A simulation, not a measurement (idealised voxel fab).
This section sets out a process module, namely voxel self aligned contacts.
The figure presents cross-section cut, which has a width of 195 nm and is divided into square cells with an edge length of 5 nm.
The cross-sections in this document take the form of a grid made of square cells. They are written out as bands, in order from top to bottom. Each band consists of one or more rows of cells.
Band: top height; bottom height; in nm. Then, left to right: material with width in nm, for each material. "throughout": a single material spanning edge to edge. "empty": empty space.
For the purposes of this specification, 0 denotes the height below which the wafer in its as-received condition is composed wholly of one material, and the lowermost band, lacking a lower limit, extends downward without end, as expressed in "0 nm and below".
Width "30 to 40": first value at the band's top row of cells, second value at its bottom row, equal change from row to row.
No cell of the cross-section changed in a step that is given as "no alteration".
Basically, "Fully closed voids" tells you about the enclosed voids: empty spaces with no open way to the top, 8 cells or bigger, each written width x height at distance, where distance is from the left edge, all in nm.
Step line, after settings: the simulator's comment on this step.
overlay nm: for a step with a mask, the amount by which the mask lay right of where it was planned; a negative amount means left of it.

## Planned step list for the process
1) RECEIVE with material Si
2) OXIDIZE with depth nm 5
3) DIRECTIONAL_DEP with material polySi, thk nm 20
4) DIRECTIONAL_DEP with material SiN, thk nm 20
5) DIRECTIONAL_DEP with material aC, thk nm 15
6) PATTERN with tone cover, mask id GATE, material resist, width nm 25, pitch nm 65, thk nm 30, overlay nm 0
7) DIRECTIONAL_ETCH with etch materials aC, depth nm 15
8) STRIP with etch materials resist
9) DIRECTIONAL_ETCH with etch materials SiN, depth nm 20
10) DIRECTIONAL_ETCH with etch materials polySi, depth nm 20
11) STRIP with etch materials aC
12) CONFORMAL_DEP with material SiN, thk nm 10
13) DIRECTIONAL_ETCH with etch materials SiN, depth nm 10
14) FILL_DEP with material SiO2, thk nm 20
15) CMP with height nm 50
16) PATTERN with tone open, mask id CONTACT, material resist, width nm 50, pitch nm 65, thk nm 20, overlay nm 0
17) DIRECTIONAL_ETCH with etch materials SiO2, depth nm 55
18) STRIP with etch materials resist
19) CONFORMAL_DEP with material TiN, thk nm 5
20) FILL_DEP with material Ru, thk nm 5
21) CMP with height nm 50
22) CONFORMAL_DEP with material SiCN, thk nm 5

## Received-state cross-section, reflecting completion of step 1
0 nm and below  Si throughout
Fully closed voids: none

## Figure: cross-sectional view of the wafer upon completion of the module, processed from the initial state and according to the plan depicted above, with one error introduced during execution
55 nm to 50 nm  SiCN throughout
50 nm to 40 nm  SiO2: 40; polySi: 5 to 20; Ru: 40 to 10; polySi: 5 to 20; SiO2: 15; polySi: 5 to 20; Ru: 40 to 10; polySi: 5 to 20; SiO2: 40
40 nm to 20 nm  SiO2: 10; SiN: 45; polySi: 5; Ru: 10; polySi: 5; SiN: 45; polySi: 5; Ru: 10; polySi: 5; SiN: 45; SiO2: 10
20 nm to 0 nm  SiO2: 10; SiN: 10; polySi: 25; SiN: 10; polySi: 5; Ru: 10; polySi: 5; SiN: 10; polySi: 25; SiN: 10; polySi: 5; Ru: 10; polySi: 5; SiN: 10; polySi: 25; SiN: 10; SiO2: 10
0 nm to -5 nm  SiO2: 55; polySi: 20; SiO2: 45; polySi: 20; SiO2: 55
-5 nm and below  Si throughout
Fully closed voids: none
Against the plan, the run slipped here: the process deviated at step 19: the operation and settings actually run there were CONFORMAL_DEP with material polySi, thk nm 5
